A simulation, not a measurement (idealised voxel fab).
process module | voxel capacitor over wiring
cross-section cut | 230 nm wide | cells 5 nm
A cross-section is a grid of square cells, given in bands from the top down. A band is one or more rows of cells.
Each band's line starts with the height of the band's top and of its bottom, in nm. Then come its materials from left to right, each with its width in nm. One material with "throughout" fills the band from edge to edge. "air" is empty space.
Height 0 is the level under which the wafer as received is all one material. The lowest band goes on downwards, as in "0 down".
A width such as "30 to 40" changes by the same amount from each row of cells to the next, from the band's top row to its bottom row.
"no change" after a step means that no cell of the cross-section changed.
closed voids: empty space of 8 cells or more with no open way to the top, each as width x height at its distance from the left edge, in nm
after a step's settings: what the simulator itself notes on the step
overlay nm, on a step with a mask: how far to the right of its planned place the mask lay; to the left if negative
plan
1 op RECEIVE | material Si
2 op CONFORMAL_DEP | material SiO2 | thk nm 15
3 op CONFORMAL_DEP | material SiCN | thk nm 5
4 op DIRECTIONAL_DEP | material lowk | thk nm 25
5 op DIRECTIONAL_DEP | material aC | thk nm 15
6 op PATTERN | tone open | mask id METAL_1 | material resist | width nm 25 | pitch nm 95 | thk nm 35 | overlay nm 0
7 op DIRECTIONAL_ETCH | etch materials aC | depth nm 15
8 op STRIP | etch materials resist
9 op DIRECTIONAL_ETCH | etch materials lowk | depth nm 25
10 op DIRECTIONAL_ETCH | etch materials SiCN | depth nm 5
11 op STRIP | etch materials aC
12 op CONFORMAL_DEP | material TiN | thk nm 5
13 op FILL_DEP | material Ru | thk nm 5
14 op CMP | height nm 45
15 op CONFORMAL_DEP | material SiCN | thk nm 5
16 op DIRECTIONAL_DEP | material lowk | thk nm 15
17 op DIRECTIONAL_DEP | material aC | thk nm 15
18 op PATTERN | tone open | mask id PLUG_1 | material resist | width nm 15 | thk nm 30 | overlay nm 0
19 op DIRECTIONAL_ETCH | etch materials aC | depth nm 15
20 op STRIP | etch materials resist
21 op DIRECTIONAL_ETCH | etch materials lowk | depth nm 15
22 op DIRECTIONAL_ETCH | etch materials SiCN | depth nm 5
23 op STRIP | etch materials aC
24 op CONFORMAL_DEP | material TiN | thk nm 5
25 op FILL_DEP | material W | thk nm 5
26 op CMP | height nm 65
27 op DIRECTIONAL_DEP | material TiN | thk nm 5
28 op DIRECTIONAL_DEP | material Al2O3 | thk nm 5
29 op DIRECTIONAL_DEP | material TiN | thk nm 5
30 op DIRECTIONAL_DEP | material aC | thk nm 10
31 op PATTERN | tone cover | mask id UPPER_PLATE | material resist | width nm 75 | thk nm 30 | overlay nm 0
32 op DIRECTIONAL_ETCH | etch materials aC | depth nm 10
33 op STRIP | etch materials resist
34 op DIRECTIONAL_ETCH | etch materials TiN | depth nm 5
35 op DIRECTIONAL_ETCH | etch materials Al2O3 | depth nm 5
36 op STRIP | etch materials aC
37 op MASKED_ETCH | tone cover | mask id LOWER_PLATE | width nm 85 | etch materials TiN | depth nm 5 | overlay nm 0
38 op FILL_DEP | material SiO2 | thk nm 20
39 op CMP | height nm 95
40 op PATTERN | tone open | mask id PLUG_2 | material resist | width nm 15 | thk nm 15 | overlay nm 0
41 op DIRECTIONAL_ETCH | etch materials SiO2 | depth nm 15
42 op STRIP | etch materials resist
43 op CONFORMAL_DEP | material TiN | thk nm 5
44 op FILL_DEP | material Cu | thk nm 5
45 op CMP | height nm 95
46 op CONFORMAL_DEP | material SiCN | thk nm 5
first wafer, as planned
as received, after step 1
  0 down: Si throughout
  closed voids: none
after step 2
  15 to 0: SiO2 throughout
  below 0: unchanged
after step 3
  20 to 15: SiCN throughout
  below 15: unchanged
after step 4
  45 to 20: lowk throughout
  below 20: unchanged
after step 5
  60 to 45: aC throughout
  below 45: unchanged
after step 6
  95 to 60: resist 55 | air 25 | resist 70 | air 25 | resist 55
  below 60: unchanged
after step 7
  80 to 60: resist 55 | air 25 | resist 70 | air 25 | resist 55
  60 to 45: aC 55 | air 25 | aC 70 | air 25 | aC 55
  below 45: unchanged
after step 8
  60 to 45: aC 55 | air 25 | aC 70 | air 25 | aC 55
  below 45: unchanged
after step 9
  60 to 45: aC 55 | air 25 | aC 70 | air 25 | aC 55
  45 to 20: lowk 55 | air 25 | lowk 70 | air 25 | lowk 55
  below 20: unchanged
after step 10
  60 to 45: aC 55 | air 25 | aC 70 | air 25 | aC 55
  45 to 20: lowk 55 | air 25 | lowk 70 | air 25 | lowk 55
  20 to 15: SiCN 55 | air 25 | SiCN 70 | air 25 | SiCN 55
  below 15: unchanged
after step 11
  45 to 20: lowk 55 | air 25 | lowk 70 | air 25 | lowk 55
  below 20: unchanged
after step 12
  50 to 45: TiN 60 | air 15 | TiN 80 | air 15 | TiN 60
  45 to 20: lowk 55 | TiN 5 | air 15 | TiN 5 | lowk 70 | TiN 5 | air 15 | TiN 5 | lowk 55
  20 to 15: SiCN 55 | TiN 25 | SiCN 70 | TiN 25 | SiCN 55
  below 15: unchanged
after step 13
  55 to 50: Ru throughout
  50 to 45: TiN 60 | Ru 15 | TiN 80 | Ru 15 | TiN 60
  45 to 20: lowk 55 | TiN 5 | Ru 15 | TiN 5 | lowk 70 | TiN 5 | Ru 15 | TiN 5 | lowk 55
  below 20: unchanged
after step 14
  45 to 20: lowk 55 | TiN 5 | Ru 15 | TiN 5 | lowk 70 | TiN 5 | Ru 15 | TiN 5 | lowk 55
  below 20: unchanged
after step 15
  50 to 45: SiCN throughout
  below 45: unchanged
after step 16
  65 to 50: lowk throughout
  below 50: unchanged
after step 17
  80 to 65: aC throughout
  below 65: unchanged
after step 18
  110 to 80: resist 65 | air 15 | resist 150
  below 80: unchanged
after step 19
  95 to 80: resist 65 | air 15 | resist 150
  80 to 65: aC 65 | air 15 | aC 150
  below 65: unchanged
after step 20
  80 to 65: aC 65 | air 15 | aC 150
  below 65: unchanged
after step 21
  80 to 65: aC 65 | air 15 | aC 150
  65 to 50: lowk 65 | air 15 | lowk 150
  below 50: unchanged
after step 22
  80 to 65: aC 65 | air 15 | aC 150
  65 to 50: lowk 65 | air 15 | lowk 150
  50 to 45: SiCN 65 | air 15 | SiCN 150
  below 45: unchanged
after step 23
  65 to 50: lowk 65 | air 15 | lowk 150
  below 50: unchanged
after step 24
  70 to 65: TiN 70 | air 5 | TiN 155
  65 to 50: lowk 65 | TiN 5 | air 5 | TiN 5 | lowk 150
  50 to 45: SiCN 65 | TiN 15 | SiCN 150
  below 45: unchanged
after step 25
  75 to 70: W throughout
  70 to 65: TiN 70 | W 5 | TiN 155
  65 to 50: lowk 65 | TiN 5 | W 5 | TiN 5 | lowk 150
  below 50: unchanged
after step 26
  65 to 50: lowk 65 | TiN 5 | W 5 | TiN 5 | lowk 150
  below 50: unchanged
after step 27
  70 to 65: TiN throughout
  below 65: unchanged
after step 28
  75 to 70: Al2O3 throughout
  below 70: unchanged
after step 29
  80 to 75: TiN throughout
  below 75: unchanged
after step 30
  90 to 80: aC throughout
  below 80: unchanged
after step 31
  120 to 90: air 65 | resist 75 | air 90
  below 90: unchanged
after step 32
  110 to 90: air 65 | resist 75 | air 90
  90 to 80: air 65 | aC 75 | air 90
  below 80: unchanged
after step 33
  90 to 80: air 65 | aC 75 | air 90
  below 80: unchanged
after step 34
  90 to 80: air 65 | aC 75 | air 90
  80 to 75: air 65 | TiN 75 | air 90
  below 75: unchanged
after step 35
  90 to 80: air 65 | aC 75 | air 90
  80 to 75: air 65 | TiN 75 | air 90
  75 to 70: air 65 | Al2O3 75 | air 90
  below 70: unchanged
after step 36
  80 to 75: air 65 | TiN 75 | air 90
  below 75: unchanged
after step 37
  80 to 75: air 65 | TiN 75 | air 90
  75 to 70: air 65 | Al2O3 75 | air 90
  70 to 65: air 60 | TiN 85 | air 85
  below 65: unchanged
after step 38
  100 to 80: SiO2 throughout
  80 to 75: SiO2 65 | TiN 75 | SiO2 90
  75 to 70: SiO2 65 | Al2O3 75 | SiO2 90
  70 to 65: SiO2 60 | TiN 85 | SiO2 85
  below 65: unchanged
after step 39
  95 to 80: SiO2 throughout
  below 80: unchanged
after step 40
  110 to 95: resist 75 | air 15 | resist 140
  below 95: unchanged
after step 41
  110 to 95: resist 75 | air 15 | resist 140
  95 to 80: SiO2 75 | air 15 | SiO2 140
  below 80: unchanged
after step 42
  95 to 80: SiO2 75 | air 15 | SiO2 140
  below 80: unchanged
after step 43
  100 to 95: TiN 80 | air 5 | TiN 145
  95 to 85: SiO2 75 | TiN 5 | air 5 | TiN 5 | SiO2 140
  85 to 75: SiO2 75 to 65 | TiN 15 to 75 | SiO2 140 to 90
  below 75: unchanged
after step 44
  105 to 100: Cu throughout
  100 to 95: TiN 80 | Cu 5 | TiN 145
  95 to 85: SiO2 75 | TiN 5 | Cu 5 | TiN 5 | SiO2 140
  below 85: unchanged
after step 45
  95 to 85: SiO2 75 | TiN 5 | Cu 5 | TiN 5 | SiO2 140
  below 85: unchanged
after step 46
  100 to 95: SiCN throughout
  below 95: unchanged
second wafer: like start, like plan, one mistake. Through step 1 it matches the first wafer
when step 2 should have ended
  30 to 0: SiO2 throughout
  below 0: unchanged
when step 3 should have ended
  35 to 30: SiCN throughout
  below 30: unchanged
when step 4 should have ended
  60 to 35: lowk throughout
  below 35: unchanged
when step 5 should have ended
  75 to 60: aC throughout
  below 60: unchanged
when step 6 should have ended
  110 to 75: resist 55 | air 25 | resist 70 | air 25 | resist 55
  below 75: unchanged
when step 7 should have ended
  95 to 75: resist 55 | air 25 | resist 70 | air 25 | resist 55
  75 to 60: aC 55 | air 25 | aC 70 | air 25 | aC 55
  below 60: unchanged
when step 8 should have ended
  75 to 60: aC 55 | air 25 | aC 70 | air 25 | aC 55
  below 60: unchanged
when step 9 should have ended
  75 to 60: aC 55 | air 25 | aC 70 | air 25 | aC 55
  60 to 35: lowk 55 | air 25 | lowk 70 | air 25 | lowk 55
  below 35: unchanged
when step 10 should have ended
  75 to 60: aC 55 | air 25 | aC 70 | air 25 | aC 55
  60 to 35: lowk 55 | air 25 | lowk 70 | air 25 | lowk 55
  35 to 30: SiCN 55 | air 25 | SiCN 70 | air 25 | SiCN 55
  below 30: unchanged
when step 11 should have ended
  60 to 35: lowk 55 | air 25 | lowk 70 | air 25 | lowk 55
  below 35: unchanged
when step 12 should have ended
  65 to 60: TiN 60 | air 15 | TiN 80 | air 15 | TiN 60
  60 to 35: lowk 55 | TiN 5 | air 15 | TiN 5 | lowk 70 | TiN 5 | air 15 | TiN 5 | lowk 55
  35 to 30: SiCN 55 | TiN 25 | SiCN 70 | TiN 25 | SiCN 55
  below 30: unchanged
when step 13 should have ended
  70 to 65: Ru throughout
  65 to 60: TiN 60 | Ru 15 | TiN 80 | Ru 15 | TiN 60
  60 to 35: lowk 55 | TiN 5 | Ru 15 | TiN 5 | lowk 70 | TiN 5 | Ru 15 | TiN 5 | lowk 55
  below 35: unchanged
when step 14 should have ended
  45 to 35: lowk 55 | TiN 5 | Ru 15 | TiN 5 | lowk 70 | TiN 5 | Ru 15 | TiN 5 | lowk 55
  below 35: unchanged
when step 15 should have ended
  50 to 45: SiCN throughout
  below 45: unchanged
when step 16 should have ended
  65 to 50: lowk throughout
  below 50: unchanged
when step 17 should have ended
  80 to 65: aC throughout
  below 65: unchanged
when step 18 should have ended
  110 to 80: resist 65 | air 15 | resist 150
  below 80: unchanged
when step 19 should have ended
  95 to 80: resist 65 | air 15 | resist 150
  80 to 65: aC 65 | air 15 | aC 150
  below 65: unchanged
when step 20 should have ended
  80 to 65: aC 65 | air 15 | aC 150
  below 65: unchanged
when step 21 should have ended
  80 to 65: aC 65 | air 15 | aC 150
  65 to 50: lowk 65 | air 15 | lowk 150
  below 50: unchanged
when step 22 should have ended
  80 to 65: aC 65 | air 15 | aC 150
  65 to 50: lowk 65 | air 15 | lowk 150
  50 to 45: SiCN 65 | air 15 | SiCN 150
  below 45: unchanged
when step 23 should have ended
  65 to 50: lowk 65 | air 15 | lowk 150
  below 50: unchanged
when step 24 should have ended
  70 to 65: TiN 70 | air 5 | TiN 155
  65 to 50: lowk 65 | TiN 5 | air 5 | TiN 5 | lowk 150
  50 to 45: SiCN 65 | TiN 15 | SiCN 150
  below 45: unchanged
when step 25 should have ended
  75 to 70: W throughout
  70 to 65: TiN 70 | W 5 | TiN 155
  65 to 50: lowk 65 | TiN 5 | W 5 | TiN 5 | lowk 150
  below 50: unchanged
when step 26 should have ended
  65 to 50: lowk 65 | TiN 5 | W 5 | TiN 5 | lowk 150
  below 50: unchanged
when step 27 should have ended
  70 to 65: TiN throughout
  below 65: unchanged
when step 28 should have ended
  75 to 70: Al2O3 throughout
  below 70: unchanged
when step 29 should have ended
  80 to 75: TiN throughout
  below 75: unchanged
when step 30 should have ended
  90 to 80: aC throughout
  below 80: unchanged
when step 31 should have ended
  120 to 90: air 65 | resist 75 | air 90
  below 90: unchanged
when step 32 should have ended
  110 to 90: air 65 | resist 75 | air 90
  90 to 80: air 65 | aC 75 | air 90
  below 80: unchanged
when step 33 should have ended
  90 to 80: air 65 | aC 75 | air 90
  below 80: unchanged
when step 34 should have ended
  90 to 80: air 65 | aC 75 | air 90
  80 to 75: air 65 | TiN 75 | air 90
  below 75: unchanged
when step 35 should have ended
  90 to 80: air 65 | aC 75 | air 90
  80 to 75: air 65 | TiN 75 | air 90
  75 to 70: air 65 | Al2O3 75 | air 90
  below 70: unchanged
when step 36 should have ended
  80 to 75: air 65 | TiN 75 | air 90
  below 75: unchanged
when step 37 should have ended
  80 to 75: air 65 | TiN 75 | air 90
  75 to 70: air 65 | Al2O3 75 | air 90
  70 to 65: air 60 | TiN 85 | air 85
  below 65: unchanged
when step 38 should have ended
  100 to 80: SiO2 throughout
  80 to 75: SiO2 65 | TiN 75 | SiO2 90
  75 to 70: SiO2 65 | Al2O3 75 | SiO2 90
  70 to 65: SiO2 60 | TiN 85 | SiO2 85
  below 65: unchanged
when step 39 should have ended
  95 to 80: SiO2 throughout
  below 80: unchanged
when step 40 should have ended
  110 to 95: resist 75 | air 15 | resist 140
  below 95: unchanged
when step 41 should have ended
  110 to 95: resist 75 | air 15 | resist 140
  95 to 80: SiO2 75 | air 15 | SiO2 140
  below 80: unchanged
when step 42 should have ended
  95 to 80: SiO2 75 | air 15 | SiO2 140
  below 80: unchanged
when step 43 should have ended
  100 to 95: TiN 80 | air 5 | TiN 145
  95 to 85: SiO2 75 | TiN 5 | air 5 | TiN 5 | SiO2 140
  85 to 75: SiO2 75 to 65 | TiN 15 to 75 | SiO2 140 to 90
  below 75: unchanged
when step 44 should have ended
  105 to 100: Cu throughout
  100 to 95: TiN 80 | Cu 5 | TiN 145
  95 to 85: SiO2 75 | TiN 5 | Cu 5 | TiN 5 | SiO2 140
  below 85: unchanged
when step 45 should have ended
  95 to 85: SiO2 75 | TiN 5 | Cu 5 | TiN 5 | SiO2 140
  below 85: unchanged
when step 46 should have ended
  100 to 95: SiCN throughout
  below 95: unchanged
what went wrong: step 2 was run twice
at the end the second wafer has, in cells: 18 fewer of Ru | 138 more of SiO2 | 12 fewer of TiN | 108 fewer of lowk
